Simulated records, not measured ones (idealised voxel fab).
process module | voxel wiring stack
cross-section cut | 280 nm wide | cells 5 nm
A cross-section is a grid of square cells, given in bands from the top down. A band is one or more rows of cells.
Each band's line starts with the height of the band's top and of its bottom, in nm. Then come its materials from left to right, each with its width in nm. One material with "throughout" fills the band from edge to edge. "air" is empty space.
Height 0 is the level under which the wafer as received is all one material. The lowest band goes on downwards, as in "0 down".
A width such as "30 to 40" changes by the same amount from each row of cells to the next, from the band's top row to its bottom row.
"no change" after a step means that no cell of the cross-section changed.
closed voids: empty space of 8 cells or more with no open way to the top, each as width x height at its distance from the left edge, in nm
after a step's settings: what the simulator itself notes on the step
overlay nm, on a step with a mask: how far to the right of its planned place the mask lay; to the left if negative
plan
1 op RECEIVE | material Si
2 op CONFORMAL_DEP | material SiO2 | thk nm 15
3 op CONFORMAL_DEP | material SiN | thk nm 5
4 op DIRECTIONAL_DEP | material lowk | thk nm 20
5 op DIRECTIONAL_DEP | material aC | thk nm 10
6 op PATTERN | tone open | mask id METAL_1 | material resist | width nm 25 | pitch nm 45 | thk nm 25 | overlay nm 0
7 op DIRECTIONAL_ETCH | etch materials aC | depth nm 10
8 op STRIP | etch materials resist
9 op DIRECTIONAL_ETCH | etch materials lowk | depth nm 10
10 op DIRECTIONAL_ETCH | etch materials SiN | depth nm 5
11 op STRIP | etch materials aC
12 op CONFORMAL_DEP | material TiN | thk nm 5
13 op FILL_DEP | material Ru | thk nm 5
14 op CMP | height nm 40
15 op CONFORMAL_DEP | material SiCN | thk nm 5
16 op DIRECTIONAL_DEP | material lowk | thk nm 10
17 op MASKED_ETCH | tone open | mask id PLUG_1 | width nm 15 | pitch nm 45 | etch materials lowk | depth nm 10 | overlay nm 0
18 op MASKED_ETCH | tone open | mask id PLUG_1 | width nm 15 | pitch nm 45 | etch materials SiCN | depth nm 5 | overlay nm 0
19 op EPI | material Ru | thk nm 10
20 op EPI | material Ru | thk nm 5
21 op CONFORMAL_DEP | material SiN | thk nm 5
22 op DIRECTIONAL_DEP | material SiO2 | thk nm 15
23 op PATTERN | tone open | mask id METAL_2 | material resist | width nm 25 | pitch nm 45 | thk nm 20 | overlay nm 0
24 op DIRECTIONAL_ETCH | etch materials SiO2 | depth nm 15
25 op DIRECTIONAL_ETCH | etch materials SiN | depth nm 5
26 op STRIP | etch materials resist
27 op CONFORMAL_DEP | material TiN | thk nm 5
28 op FILL_DEP | material Cu | thk nm 5
29 op CMP | height nm 75
30 op CONFORMAL_DEP | material SiN | thk nm 5
varied across the wafers: depth nm of step 9. The plan shows the first wafer's value. All wafers start alike
first wafer as received, after step 1
  0 down: Si throughout
  closed voids: none
first wafer at the end, after step 30
  80 to 75: SiN throughout
  75 to 60: SiO2 80 | TiN 5 | Cu 15 | TiN 5 | SiO2 20 | TiN 5 | Cu 15 | TiN 5 | SiO2 20 | TiN 5 | Cu 15 | TiN 5 | SiO2 85
  60 to 55: SiN 80 | TiN 25 | SiN 20 | TiN 25 | SiN 20 | TiN 25 | SiN 85
  55 to 45: lowk 80 | Ru 15 | lowk 30 | Ru 15 | lowk 30 | Ru 15 | lowk 95
  45 to 40: SiCN 80 | Ru 15 | SiCN 30 | Ru 15 | SiCN 30 | Ru 15 | SiCN 95
  40 to 35: lowk 80 | TiN 5 | Ru 15 | TiN 5 | lowk 20 | TiN 5 | Ru 15 | TiN 5 | lowk 20 | TiN 5 | Ru 15 | TiN 5 | lowk 85
  35 to 30: lowk 80 | TiN 25 | lowk 20 | TiN 25 | lowk 20 | TiN 25 | lowk 85
  30 to 20: lowk throughout
  20 to 15: SiN throughout
  15 to 0: SiO2 throughout
  0 down: Si throughout
  closed voids: none
last wafer at the end
  80 to 75: SiN throughout
  75 to 60: SiO2 80 | TiN 5 | Cu 15 | TiN 5 | SiO2 20 | TiN 5 | Cu 15 | TiN 5 | SiO2 20 | TiN 5 | Cu 15 | TiN 5 | SiO2 85
  60 to 55: SiN 80 | TiN 25 | SiN 20 | TiN 25 | SiN 20 | TiN 25 | SiN 85
  55 to 45: lowk 80 | Ru 15 | lowk 30 | Ru 15 | lowk 30 | Ru 15 | lowk 95
  45 to 40: SiCN 80 | Ru 15 | SiCN 30 | Ru 15 | SiCN 30 | Ru 15 | SiCN 95
  40 to 20: lowk 80 | TiN 5 | Ru 15 | TiN 5 | lowk 20 | TiN 5 | Ru 15 | TiN 5 | lowk 20 | TiN 5 | Ru 15 | TiN 5 | lowk 85
  20 to 15: SiN 80 | TiN 25 | SiN 20 | TiN 25 | SiN 20 | TiN 25 | SiN 85
  15 to 0: SiO2 throughout
  0 down: Si throughout
  closed voids: none
each wafer at the end: cells of each material gained (+) or lost (-) since it was received, then its closed voids
depth nm 10 | +27 Cu | +36 Ru | +47 SiCN | +153 SiN | +291 SiO2 | +54 TiN | +288 lowk | closed voids: none
depth nm 15 | +27 Cu | +45 Ru | +47 SiCN | +153 SiN | +291 SiO2 | +60 TiN | +273 lowk | closed voids: none
depth nm 20 | +27 Cu | +63 Ru | +47 SiCN | +138 SiN | +291 SiO2 | +72 TiN | +258 lowk | closed voids: none
depth nm 25 | +27 Cu | +63 Ru | +47 SiCN | +138 SiN | +291 SiO2 | +72 TiN | +258 lowk | closed voids: none
depth nm 30 | +27 Cu | +63 Ru | +47 SiCN | +138 SiN | +291 SiO2 | +72 TiN | +258 lowk | closed voids: none
depth nm 35 | +27 Cu | +63 Ru | +47 SiCN | +138 SiN | +291 SiO2 | +72 TiN | +258 lowk | closed voids: none
